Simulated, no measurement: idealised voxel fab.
Herein follows the process module entitled voxel air gaps.
Each square cell in cross-section cut measures 5 nm, and the section as a whole is 185 nm wide.
In what follows, cross-sections appear as grids of square cells, described through bands that run from the top down, where every band is one or more rows of cells.
Band entry format. Leading values: height of top, height of bottom, nm. Remainder: materials in left-to-right order, each with its width in nm. Special words: "edge to edge" on a single material, which then fills the band edge to edge; "empty", empty space.
Beneath 0, the wafer as received is one material, and that level is where height counting begins. The lowest band goes on downward without a bottom; it is written like "0 and below".
The two numbers in a width such as "30->40" mark its ends across the band: the first belongs to the top row of cells, the second to the bottom row, and from each row to the next the width moves by the same amount.
Step note "no alterations made" = no cross-section cell changed.
"Tabulated closed voids" means: voids of 8 cells or more that are shut off from the top with no open way through. Written width x height at distance, distance from the left edge, in nm.
It should be noted that, on the line of a given step, the content following the step's settings is a remark produced by the simulator itself with respect to that step.
overlay nm: step with mask; distance mask lay right of planned place; negative value = left of planned place.
**This section lists the process steps that were planned**
| 1 | RECEIVE (material Si) |
| 2 | CONFORMAL_DEP (material SiO2; thk nm 10) |
| 3 | CONFORMAL_DEP (material SiCN; thk nm 5) |
| 4 | DIRECTIONAL_DEP (material SiO2; thk nm 30) |
| 5 | PATTERN (tone open; mask id LINES; material resist; width nm 15; pitch nm 50; thk nm 20; overlay nm 0) |
| 6 | DIRECTIONAL_ETCH (etch materials SiO2; depth nm 30) |
| 7 | STRIP (etch materials resist) |
| 8 | CONFORMAL_DEP (material TiN; thk nm 5) |
| 9 | FILL_DEP (material Cu; thk nm 5) |
| 10 | CMP (height nm 45) |
| 11 | EPI (material Ru; thk nm 10) |
| 12 | SELECTIVE_ETCH (etch materials SiO2; depth nm 40) |
| 13 | CONFORMAL_DEP (material SiCN; thk nm 5) |
For this document, wafers share an identical start and vary in the step 5 width nm; the plan quotes the first wafer's value.
**As-received state after step 1, first of several wafers, cross-section**
* 0 and below = Si edge to edge
* Tabulated closed voids: none
**The cross-section of the first of several wafers is given below for the end of the module, after its final step, step 13**
* 60 down to 55 = empty=20 / SiCN=45 / empty=5 / SiCN=45 / empty=5 / SiCN=45 / empty=20
* 55 down to 45 = empty=20 / SiCN=5 / Ru=35 / SiCN=5 / empty=5 / SiCN=5 / Ru=35 / SiCN=5 / empty=5 / SiCN=5 / Ru=35 / SiCN=5 / empty=20
* 45 down to 40 = empty=20 / SiCN=15 / TiN=5 / Cu=5 / TiN=5 / SiCN=15 / empty=5 / SiCN=15 / TiN=5 / Cu=5 / TiN=5 / SiCN=15 / empty=5 / SiCN=15 / TiN=5 / Cu=5 / TiN=5 / SiCN=15 / empty=20
* 40 down to 20 = empty=30 / SiCN=5 / TiN=5 / Cu=5 / TiN=5 / SiCN=5 / empty=25 / SiCN=5 / TiN=5 / Cu=5 / TiN=5 / SiCN=5 / empty=25 / SiCN=5 / TiN=5 / Cu=5 / TiN=5 / SiCN=5 / empty=30
* 20 down to 15 = SiCN=35 / TiN=15 / SiCN=35 / TiN=15 / SiCN=35 / TiN=15 / SiCN=35
* 15 down to 10 = SiCN edge to edge
* 10 down to 0 = SiO2 edge to edge
* 0 and below = Si edge to edge
* Tabulated closed voids: none
**End of module, last wafer sectioned**
* 60 down to 55 = empty=10 / SiCN=165 / empty=10
* 55 down to 45 = empty=10 / SiCN=5 / Ru=155 / SiCN=5 / empty=10
* 45 down to 40 = empty=10 / SiCN=15 / TiN=5 / Cu=25 / TiN=5 / SiO2=15 / TiN=5 / Cu=25 / TiN=5 / SiO2=15 / TiN=5 / Cu=25 / TiN=5 / SiCN=15 / empty=10
* 40 down to 20 = empty=20 / SiCN=5 / TiN=5 / Cu=25 / TiN=5 / SiO2=15 / TiN=5 / Cu=25 / TiN=5 / SiO2=15 / TiN=5 / Cu=25 / TiN=5 / SiCN=5 / empty=20
* 20 down to 15 = SiCN=25 / TiN=35 / SiO2=15 / TiN=35 / SiO2=15 / TiN=35 / SiCN=25
* 15 down to 10 = SiCN edge to edge
* 10 down to 0 = SiO2 edge to edge
* 0 and below = Si edge to edge
* Tabulated closed voids: none
**Per wafer (row), end of module: delta in cells per material since receipt, (+) for gained, (-) for lost; closed voids after that**
width nm 15, +15 Cu, +42 Ru, +146 SiCN, +74 SiO2, +39 TiN, Tabulated closed voids: none
width nm 20, +30 Cu, +48 Ru, +146 SiCN, +74 SiO2, +42 TiN, Tabulated closed voids: 20 x 20 at 55; 20 x 20 at 105
width nm 25, +45 Cu, +54 Ru, +138 SiCN, +74 SiO2, +45 TiN, Tabulated closed voids: 15 x 20 at 60; 15 x 20 at 110
width nm 30, +60 Cu, +60 Ru, +98 SiCN, +122 SiO2, +48 TiN, Tabulated closed voids: none
width nm 35, +75 Cu, +62 Ru, +98 SiCN, +110 SiO2, +51 TiN, Tabulated closed voids: none
